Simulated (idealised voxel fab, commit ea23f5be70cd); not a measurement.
Herein follows the process module entitled voxel double patterning.
For reference, the cross-section in this document is cut, with width 270 nm and square cells of 5 nm.
Reading order for cross-sections: top band down to bottom band. Underlying form: a grid of square cells. Band size: one or more rows of cells.
Band: top height; bottom height; in nm. Then, left to right: material with width in nm, for each material. "everywhere": a single material spanning edge to edge. "blank": empty space.
It should be noted that heights are counted from 0, beneath which the wafer as supplied is of one material throughout, and that the lowest band possesses no lower boundary but continues downward, as written in "0 down".
It should be noted that a width expressed as "30->40" varies in equal increments from row to row of cells within the band, taking the value of the first number at the top row and that of the second number at the bottom row.
Reading "remained the same" for a step: not a cell of the cross-section changed in it.
"Enclosed cavities" contains a list of empty spaces, each no smaller than 8 cells and without an open way to the top, written in the form width x height at distance with the distance from the left edge and all three in nm.
It should be noted that, on the line of a given step, the content following the step's settings is a remark produced by the simulator itself with respect to that step.
overlay nm: for a step with a mask, the amount by which the mask lay right of where it was planned; a negative amount means left of it.
### Steps planned for the process
1: RECEIVE with material Si
2: CONFORMAL_DEP with material SiN, thk nm 5
3: DIRECTIONAL_DEP with material SiO2, thk nm 15
4: DIRECTIONAL_DEP with material SiCN, thk nm 5
5: PATTERN with tone open, mask id FIRST, material resist, width nm 15, pitch nm 50, thk nm 20, overlay nm 0
6: DIRECTIONAL_ETCH with etch materials SiCN, depth nm 5
7: STRIP with etch materials resist
8: PATTERN with tone open, mask id SECOND, material resist, width nm 15, thk nm 20, overlay nm 0
9: DIRECTIONAL_ETCH with etch materials SiCN, depth nm 5
10: STRIP with etch materials resist
11: DIRECTIONAL_ETCH with etch materials SiO2, depth nm 15
12: STRIP with etch materials SiCN
### Shown in cross-section is the wafer as received, that is, as it stands after step 1
* 0 down | Si everywhere
* Enclosed cavities: none
### Cross-section, first of two wafers, end of module, run as planned
* 20 to 5 | 100 nm SiO2 / 15 nm blank / 10 nm SiO2 / 15 nm blank / 10 nm SiO2 / 15 nm blank / 105 nm SiO2
* 5 to 0 | SiN everywhere
* 0 down | Si everywhere
* Enclosed cavities: none
### Cross-sectional image of the second wafer of the two following completion of the module. Starting state and process plan were the same as for the first wafer; one execution error occurred
* 20 to 5 | 100 nm SiO2 / 15 nm blank / 10 nm SiO2 / 15 nm blank / 10 nm SiO2 / 15 nm blank / 105 nm SiO2
* 5 to 0 | SiO2 everywhere
* 0 down | Si everywhere
* Enclosed cavities: none
So what did we get wrong on this run? step 2 off recipe, ran as CONFORMAL_DEP with material SiO2, thk nm 5
at the end the second wafer has, in cells: -54 SiN | +54 SiO2
